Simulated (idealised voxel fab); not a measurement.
process module | voxel fin reveal
cross-section cut | 260 nm wide | cells 5 nm
A cross-section is a grid of square cells, given in bands from the top down. A band is one or more rows of cells.
Each band's line starts with the height of the band's top and of its bottom, in nm. Then come its materials from left to right, each with its width in nm. One material with "throughout" fills the band from edge to edge. "air" is empty space.
Height 0 is the level under which the wafer as received is all one material. The lowest band goes on downwards, as in "0 down".
A width such as "30 to 40" changes by the same amount from each row of cells to the next, from the band's top row to its bottom row.
"no change" after a step means that no cell of the cross-section changed.
closed voids: empty space of 8 cells or more with no open way to the top, each as width x height at its distance from the left edge, in nm
after a step's settings: what the simulator itself notes on the step
overlay nm, on a step with a mask: how far to the right of its planned place the mask lay; to the left if negative
plan
1 op RECEIVE | material Si
2 op CONFORMAL_DEP | material SiN | thk nm 5
3 op DIRECTIONAL_DEP | material aC | thk nm 10
4 op PATTERN | tone cover | mask id FINS | material resist | width nm 15 | pitch nm 35 | thk nm 25 | overlay nm 0
5 op DIRECTIONAL_ETCH | etch materials aC | depth nm 10
6 op STRIP | etch materials resist
7 op DIRECTIONAL_ETCH | etch materials SiN | depth nm 5
8 op DIRECTIONAL_ETCH | etch materials Si | depth nm 35
9 op STRIP | etch materials aC
10 op FILL_DEP | material SiO2 | thk nm 5
11 op CMP | height nm 5
12 op SELECTIVE_ETCH | etch materials SiO2 | depth nm 25
13 op STRIP | etch materials SiN
14 op CONFORMAL_DEP | material HfO2 | thk nm 5
as received, after step 1
  0 down: Si throughout
  closed voids: none
a wafer at the end: this start, this plan, one mistake
  5 to 0: HfO2 75 | air 5 | HfO2 30 | air 5 | HfO2 30 | air 5 | HfO2 30 | air 5 | HfO2 75
  0 to -15: Si 70 | HfO2 5 | air 5 | HfO2 5 | Si 20 | HfO2 5 | air 5 | HfO2 5 | Si 20 | HfO2 5 | air 5 | HfO2 5 | Si 20 | HfO2 5 | air 5 | HfO2 5 | Si 70
  -15 to -20: Si 70 | HfO2 15 | Si 20 | HfO2 15 | Si 20 | HfO2 15 | Si 20 | HfO2 15 | Si 70
  -20 to -35: Si 70 | SiO2 15 | Si 20 | SiO2 15 | Si 20 | SiO2 15 | Si 20 | SiO2 15 | Si 70
  -35 down: Si throughout
  closed voids: none
what went wrong: step 4 ran as: op PATTERN | tone open | mask id FINS | material resist | width nm 15 | pitch nm 35 | thk nm 25 | overlay nm 0
